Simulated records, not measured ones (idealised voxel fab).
Process module name: voxel lift off
cross-section cut | 165 nm wide | cells 5 nm
Format of a cross-section: grid, square cells. Given as bands. Order: top down. Band: one or more rows of cells.
A band entry consists of two parts. The first gives the height of the band's top and the height of its bottom, in nm. The rest lists the band's materials from left to right, each with its width in nm. A single material labelled with the word "throughout" fills the band from edge to edge, and the word "blank" marks empty space.
Convention: height 0 is the level below which the wafer, as received, is all one material. The lowest band does not terminate at the bottom but continues downward, represented as "top 0, no bottom".
You'd read "30 to 40" like this: the band's top row of cells is as wide as the first number, its bottom row is as wide as the second, and going down, every row changes width by the same amount as the row before did.
No cell of the cross-section changed in a step that is given as "remained the same".
The entry "Closed void listing" lists the empty spaces that cover at least 8 cells and have no open path to the top. Each is written as width x height at distance, where the distance is measured from the left edge and all three values are in nm.
Anything after a step's settings on that line? It's the simulator's own note about the step.
overlay nm: for a step with a mask, the amount by which the mask lay right of where it was planned; a negative amount means left of it.
**Intended process steps**
1) RECEIVE [material Si]
2) CONFORMAL_DEP [material Al2O3] [thk nm 5]
3) PATTERN [tone open] [mask id LINES] [material resist] [width nm 15] [pitch nm 45] [thk nm 20] [overlay nm 0]
4) DIRECTIONAL_DEP [material Ru] [thk nm 5]
5) STRIP [etch materials resist]
6) CONFORMAL_DEP [material SiCN] [thk nm 5]
**First of two wafers, processed according to plan**
**Shown in cross-section is the wafer as received, that is, as it stands after step 1**
	top 0, no bottom = Si throughout
	Closed void listing: none
**Wafer after step 2 (cross-section)**
	top 5, bottom 0 = Al2O3 throughout
	No changes below 0.
**Wafer after step 3 (cross-section)**
	top 25, bottom 5 = 50 resist, then 15 blank, then 30 resist, then 15 blank, then 55 resist
	No changes below 5.
**Wafer after step 4 (cross-section)**
	top 30, bottom 25 = 50 Ru, then 15 blank, then 30 Ru, then 15 blank, then 55 Ru
	top 25, bottom 10 = 50 resist, then 15 blank, then 30 resist, then 15 blank, then 55 resist
	top 10, bottom 5 = 50 resist, then 15 Ru, then 30 resist, then 15 Ru, then 55 resist
	No changes below 5.
**Wafer after step 5 (cross-section)**
	top 10, bottom 5 = 50 blank, then 15 Ru, then 30 blank, then 15 Ru, then 55 blank
	No changes below 5.
**Wafer after step 6 (cross-section)**
	top 15, bottom 10 = 45 blank, then 25 SiCN, then 20 blank, then 25 SiCN, then 50 blank
	top 10, bottom 5 = 50 SiCN, then 15 Ru, then 30 SiCN, then 15 Ru, then 55 SiCN
	No changes below 5.
**The second wafer: identical to the first at the outset and in its planned sequence, differing only in that one mistake was made during processing; up to and including step 5, its path is the first wafer's path**
**Cross-section of the second wafer at the time by which step 6 should have been completed according to the plan**
	top 15, bottom 10 = 45 blank, then 25 Ru, then 20 blank, then 25 Ru, then 50 blank
	top 10, bottom 5 = Ru throughout
	No changes below 5.
What was done differently from what was planned? heads up, step 6 didn't go per plan, it actually ran as CONFORMAL_DEP [material Ru] [thk nm 5]
FYI, end of process, the second wafer has more or fewer cells of some materials than the first: Ru +37; SiCN -37
